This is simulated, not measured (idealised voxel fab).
The following process module bears the name voxel self aligned vias.
Pictured: cross-section cut, 250 nm wide, on a grid of 5 nm square cells.
Cross-section format: a grid of square cells, given as bands from top to bottom; each band is one or more rows of cells.
Band: top height; bottom height; in nm. Then, left to right: material with width in nm, for each material. "all across": a single material spanning edge to edge. "blank": empty space.
The level at which height equals 0 is the one under which the wafer, as it arrives, is entirely one material. No lower edge exists for the bottom band, which continues downward and is notated as in "z 0 and below".
So if you see something like "30->40" for the width, read it as the top row of the band sitting at the first number and the bottom row at the second, with every row in between moving by the same amount as the last.
Reading "no modification" for a step: not a cell of the cross-section changed in it.
The label "Closed void register" introduces a list of the empty spaces, 8 cells or larger, that have no open way up to the top; each entry in it reads width x height at distance, where the distance is taken from the left edge and all three are stated in nm.
Post-settings text on a step line: simulator's own remark regarding the step.
Each step line may optionally specify "overlay nm", which for a step with a mask gives the rightward distance between the mask's planned place and where it lay, a negative value indicating the leftward direction.
## These are the steps we planned for the process
1) RECEIVE (material Si)
2) CONFORMAL_DEP (material SiO2; thk nm 15)
3) CONFORMAL_DEP (material SiCN; thk nm 5)
4) DIRECTIONAL_DEP (material lowk; thk nm 25)
5) PATTERN (tone open; mask id LINES; material resist; width nm 20; pitch nm 55; thk nm 20; overlay nm 0)
6) DIRECTIONAL_ETCH (etch materials lowk; depth nm 25)
7) STRIP (etch materials resist)
8) CONFORMAL_DEP (material TiN; thk nm 5)
9) FILL_DEP (material W; thk nm 5)
10) CMP (height nm 45)
11) SELECTIVE_ETCH (etch materials W Ru TiN; depth nm 5)
12) FILL_DEP (material SiN; thk nm 10)
13) CMP (height nm 45)
14) DIRECTIONAL_DEP (material lowk; thk nm 20)
15) DIRECTIONAL_DEP (material aC; thk nm 10)
16) PATTERN (tone open; mask id VIAS; material resist; width nm 40; pitch nm 55; thk nm 25; overlay nm 0)
17) DIRECTIONAL_ETCH (etch materials aC; depth nm 10)
18) STRIP (etch materials resist)
19) DIRECTIONAL_ETCH (etch materials lowk; depth nm 20)
20) DIRECTIONAL_ETCH (etch materials SiN; depth nm 5)
21) STRIP (etch materials aC)
22) CONFORMAL_DEP (material TiN; thk nm 5)
23) FILL_DEP (material Ru; thk nm 10)
24) CMP (height nm 65)
25) CONFORMAL_DEP (material SiCN; thk nm 5)
## The first wafer of two, processed as planned
## Received-state cross-section, reflecting completion of step 1
z 0 and below: Si all across
Closed void register: none
## Step 2 done - wafer cross-section
z 15 to 0: SiO2 all across
Heights below 0 show no change.
## Step 3 done - wafer cross-section
z 20 to 15: SiCN all across
Heights below 15 show no change.
## Step 4 done - wafer cross-section
z 45 to 20: lowk all across
Heights below 20 show no change.
## Step 5 done - wafer cross-section
z 65 to 45: 60 of resist, then 20 of blank, then 35 of resist, then 20 of blank, then 35 of resist, then 20 of blank, then 60 of resist
Heights below 45 show no change.
## Step 6 done - wafer cross-section
z 65 to 45: 60 of resist, then 20 of blank, then 35 of resist, then 20 of blank, then 35 of resist, then 20 of blank, then 60 of resist
z 45 to 20: 60 of lowk, then 20 of blank, then 35 of lowk, then 20 of blank, then 35 of lowk, then 20 of blank, then 60 of lowk
Heights below 20 show no change.
## Step 7 done - wafer cross-section
z 45 to 20: 60 of lowk, then 20 of blank, then 35 of lowk, then 20 of blank, then 35 of lowk, then 20 of blank, then 60 of lowk
Heights below 20 show no change.
## Step 8 done - wafer cross-section
z 50 to 45: 65 of TiN, then 10 of blank, then 45 of TiN, then 10 of blank, then 45 of TiN, then 10 of blank, then 65 of TiN
z 45 to 25: 60 of lowk, then 5 of TiN, then 10 of blank, then 5 of TiN, then 35 of lowk, then 5 of TiN, then 10 of blank, then 5 of TiN, then 35 of lowk, then 5 of TiN, then 10 of blank, then 5 of TiN, then 60 of lowk
z 25 to 20: 60 of lowk, then 20 of TiN, then 35 of lowk, then 20 of TiN, then 35 of lowk, then 20 of TiN, then 60 of lowk
Heights below 20 show no change.
## Step 9 done - wafer cross-section
z 55 to 50: W all across
z 50 to 45: 65 of TiN, then 10 of W, then 45 of TiN, then 10 of W, then 45 of TiN, then 10 of W, then 65 of TiN
z 45 to 25: 60 of lowk, then 5 of TiN, then 10 of W, then 5 of TiN, then 35 of lowk, then 5 of TiN, then 10 of W, then 5 of TiN, then 35 of lowk, then 5 of TiN, then 10 of W, then 5 of TiN, then 60 of lowk
Heights below 25 show no change.
## Step 10 done - wafer cross-section
z 45 to 25: 60 of lowk, then 5 of TiN, then 10 of W, then 5 of TiN, then 35 of lowk, then 5 of TiN, then 10 of W, then 5 of TiN, then 35 of lowk, then 5 of TiN, then 10 of W, then 5 of TiN, then 60 of lowk
Heights below 25 show no change.
## Step 11 done - wafer cross-section
z 45 to 40: 60 of lowk, then 20 of blank, then 35 of lowk, then 20 of blank, then 35 of lowk, then 20 of blank, then 60 of lowk
Heights below 40 show no change.
## Step 12 done - wafer cross-section
z 55 to 45: SiN all across
z 45 to 40: 60 of lowk, then 20 of SiN, then 35 of lowk, then 20 of SiN, then 35 of lowk, then 20 of SiN, then 60 of lowk
Heights below 40 show no change.
## Step 13 done - wafer cross-section
z 45 to 40: 60 of lowk, then 20 of SiN, then 35 of lowk, then 20 of SiN, then 35 of lowk, then 20 of SiN, then 60 of lowk
Heights below 40 show no change.
## Step 14 done - wafer cross-section
z 65 to 45: lowk all across
Heights below 45 show no change.
## Step 15 done - wafer cross-section
z 75 to 65: aC all across
Heights below 65 show no change.
## Step 16 done - wafer cross-section
z 100 to 75: 50 of resist, then 40 of blank, then 15 of resist, then 40 of blank, then 15 of resist, then 40 of blank, then 50 of resist
Heights below 75 show no change.
## Step 17 done - wafer cross-section
z 90 to 75: 50 of resist, then 40 of blank, then 15 of resist, then 40 of blank, then 15 of resist, then 40 of blank, then 50 of resist
z 75 to 65: 50 of aC, then 40 of blank, then 15 of aC, then 40 of blank, then 15 of aC, then 40 of blank, then 50 of aC
Heights below 65 show no change.
## Step 18 done - wafer cross-section
z 75 to 65: 50 of aC, then 40 of blank, then 15 of aC, then 40 of blank, then 15 of aC, then 40 of blank, then 50 of aC
Heights below 65 show no change.
## Step 19 done - wafer cross-section
z 75 to 65: 50 of aC, then 40 of blank, then 15 of aC, then 40 of blank, then 15 of aC, then 40 of blank, then 50 of aC
z 65 to 45: 50 of lowk, then 40 of blank, then 15 of lowk, then 40 of blank, then 15 of lowk, then 40 of blank, then 50 of lowk
Heights below 45 show no change.
## Step 20 done - wafer cross-section
z 75 to 65: 50 of aC, then 40 of blank, then 15 of aC, then 40 of blank, then 15 of aC, then 40 of blank, then 50 of aC
z 65 to 45: 50 of lowk, then 40 of blank, then 15 of lowk, then 40 of blank, then 15 of lowk, then 40 of blank, then 50 of lowk
z 45 to 40: 60 of lowk, then 20 of blank, then 35 of lowk, then 20 of blank, then 35 of lowk, then 20 of blank, then 60 of lowk
Heights below 40 show no change.
## Step 21 done - wafer cross-section
z 65 to 45: 50 of lowk, then 40 of blank, then 15 of lowk, then 40 of blank, then 15 of lowk, then 40 of blank, then 50 of lowk
Heights below 45 show no change.
## Step 22 done - wafer cross-section
z 70 to 65: 55 of TiN, then 30 of blank, then 25 of TiN, then 30 of blank, then 25 of TiN, then 30 of blank, then 55 of TiN
z 65 to 50: 50 of lowk, then 5 of TiN, then 30 of blank, then 5 of TiN, then 15 of lowk, then 5 of TiN, then 30 of blank, then 5 of TiN, then 15 of lowk, then 5 of TiN, then 30 of blank, then 5 of TiN, then 50 of lowk
z 50 to 45: 50 of lowk, then 15 of TiN, then 10 of blank, then 15 of TiN, then 15 of lowk, then 15 of TiN, then 10 of blank, then 15 of TiN, then 15 of lowk, then 15 of TiN, then 10 of blank, then 15 of TiN, then 50 of lowk
z 45 to 40: 60 of lowk, then 20 of TiN, then 35 of lowk, then 20 of TiN, then 35 of lowk, then 20 of TiN, then 60 of lowk
Heights below 40 show no change.
## Step 23 done - wafer cross-section
z 80 to 70: Ru all across
z 70 to 65: 55 of TiN, then 30 of Ru, then 25 of TiN, then 30 of Ru, then 25 of TiN, then 30 of Ru, then 55 of TiN
z 65 to 50: 50 of lowk, then 5 of TiN, then 30 of Ru, then 5 of TiN, then 15 of lowk, then 5 of TiN, then 30 of Ru, then 5 of TiN, then 15 of lowk, then 5 of TiN, then 30 of Ru, then 5 of TiN, then 50 of lowk
z 50 to 45: 50 of lowk, then 15 of TiN, then 10 of Ru, then 15 of TiN, then 15 of lowk, then 15 of TiN, then 10 of Ru, then 15 of TiN, then 15 of lowk, then 15 of TiN, then 10 of Ru, then 15 of TiN, then 50 of lowk
Heights below 45 show no change.
## Step 24 done - wafer cross-section
z 65 to 50: 50 of lowk, then 5 of TiN, then 30 of Ru, then 5 of TiN, then 15 of lowk, then 5 of TiN, then 30 of Ru, then 5 of TiN, then 15 of lowk, then 5 of TiN, then 30 of Ru, then 5 of TiN, then 50 of lowk
Heights below 50 show no change.
## Step 25 done - wafer cross-section
z 70 to 65: SiCN all across
Heights below 65 show no change.
## Wafer two of two - same starting point, same process plan, one mistake in execution; matches wafer one up to and including step 23
Planned end of step 24: second wafer, cross-section: no modification
## Planned end of step 25: second wafer, cross-section
z 85 to 80: SiCN all across
Heights below 80 show no change.
Deviation from plan: step 24 of the plan: omitted, not performed
Count the cells at the end and the second wafer has more or fewer of some materials than the first: Ru +118 | TiN +32
